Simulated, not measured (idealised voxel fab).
The following is a process module called voxel self aligned vias.
Cross-section cut spans 220 nm and uses square cells 5 nm in size.
Cross-section layout: square cells on a grid; listed as bands, top to bottom; a band spans one or more cell rows.
Band entry format. Leading values: height of top, height of bottom, nm. Remainder: materials in left-to-right order, each with its width in nm. Special words: "full width" on a single material, which then fills the band edge to edge; "blank", empty space.
Beneath 0, the wafer as received is one material, and that level is where height counting begins. The lowest band goes on downward without a bottom; it is written like "0..down".
Top row gets the first number, bottom row gets the second, and each row in between changes by the same step: that is how a band width like "30 to 40" works.
Given "nothing different" for a step, no cell of the cross-section differs between before and after that step.
"Enclosed void list" enumerates empty spaces isolated from the top, with no open way to it, that contain at least 8 cells, giving each as width x height at distance from the left edge, all three in nm.
Anything after a step's settings on that line? It's the simulator's own note about the step.
overlay nm: how far to the right of its planned place the mask lay on this masked step (negative: to the left).

THE STEPS PLANNED FOR THE PROCESS ARE AS FOLLOWS
| 1 | RECEIVE, material Si |
| 2 | CONFORMAL_DEP, material SiO2, thk nm 10 |
| 3 | CONFORMAL_DEP, material SiCN, thk nm 5 |
| 4 | DIRECTIONAL_DEP, material lowk, thk nm 25 |
| 5 | PATTERN, tone open, mask id LINES, material resist, width nm 20, pitch nm 65, thk nm 15, overlay nm 0 |
| 6 | DIRECTIONAL_ETCH, etch materials lowk, depth nm 25 |
| 7 | STRIP, etch materials resist |
| 8 | CONFORMAL_DEP, material TiN, thk nm 5 |
| 9 | FILL_DEP, material Ru, thk nm 10 |
| 10 | CMP, height nm 40 |
| 11 | SELECTIVE_ETCH, etch materials W Ru TiN, depth nm 10 |
| 12 | FILL_DEP, material SiN, thk nm 10 |
| 13 | CMP, height nm 40 |
| 14 | DIRECTIONAL_DEP, material lowk, thk nm 20 |
| 15 | DIRECTIONAL_DEP, material aC, thk nm 10 |
| 16 | PATTERN, tone open, mask id VIAS, material resist, width nm 40, thk nm 25, overlay nm 0 |
| 17 | DIRECTIONAL_ETCH, etch materials aC, depth nm 10 |
| 18 | STRIP, etch materials resist |
| 19 | DIRECTIONAL_ETCH, etch materials lowk, depth nm 20 |
| 20 | DIRECTIONAL_ETCH, etch materials SiN, depth nm 10 |
| 21 | STRIP, etch materials aC |
| 22 | CONFORMAL_DEP, material TiN, thk nm 5 |
| 23 | FILL_DEP, material W, thk nm 5 |
| 24 | CMP, height nm 60 |
| 25 | CONFORMAL_DEP, material SiCN, thk nm 5 |

SHOWN IN CROSS-SECTION IS THE WAFER AS RECEIVED, THAT IS, AS IT STANDS AFTER STEP 1
	0..down: Si full width
	Enclosed void list: none

THE FIRST OF THE TWO WAFERS AS SEEN IN CROSS-SECTION ONCE THE MODULE WAS FINISHED; PROCESSING FOLLOWED THE PLAN
	65..60: SiCN full width
	60..45: lowk (55) / TiN (5) / W (30) / TiN (5) / lowk (125)
	45..40: lowk (55) / TiN (15) / W (10) / TiN (15) / lowk (125)
	40..35: lowk (65) / TiN (5) / W (10) / TiN (5) / lowk (45) / SiN (20) / lowk (70)
	35..30: lowk (65) / TiN (20) / lowk (45) / SiN (20) / lowk (70)
	30..20: lowk (65) / TiN (5) / Ru (10) / TiN (5) / lowk (45) / TiN (5) / Ru (10) / TiN (5) / lowk (70)
	20..15: lowk (65) / TiN (20) / lowk (45) / TiN (20) / lowk (70)
	15..10: SiCN full width
	10..0: SiO2 full width
	0..down: Si full width
	Enclosed void list: none

CROSS-SECTIONAL VIEW OF THE SECOND OF TWO WAFERS UPON COMPLETION OF THE MODULE. THIS WAFER SHARED ITS STARTING CONDITION AND PROCESS PLAN WITH THE FIRST; ONE ERROR WAS MADE DURING ITS EXECUTION
	65..60: SiCN full width
	60..40: lowk (55) / TiN (5) / W (30) / TiN (5) / lowk (125)
	40..35: lowk (55) / TiN (5) / W (30) / TiN (5) / lowk (35) / SiN (20) / lowk (70)
	35..30: lowk (55) / TiN (40) / lowk (35) / SiN (20) / lowk (70)
	30..20: lowk (55) / TiN (15) / Ru (10) / TiN (15) / lowk (35) / TiN (5) / Ru (10) / TiN (5) / lowk (70)
	20..15: lowk (65) / TiN (20) / lowk (45) / TiN (20) / lowk (70)
	15..10: SiCN full width
	10..0: SiO2 full width
	0..down: Si full width
	Enclosed void list: none
Short version of what went wrong: plan step 19 ran twice
Wafer comparison, final, in cells, second relative to first, materials more or fewer: TiN +8, W +8, lowk -16
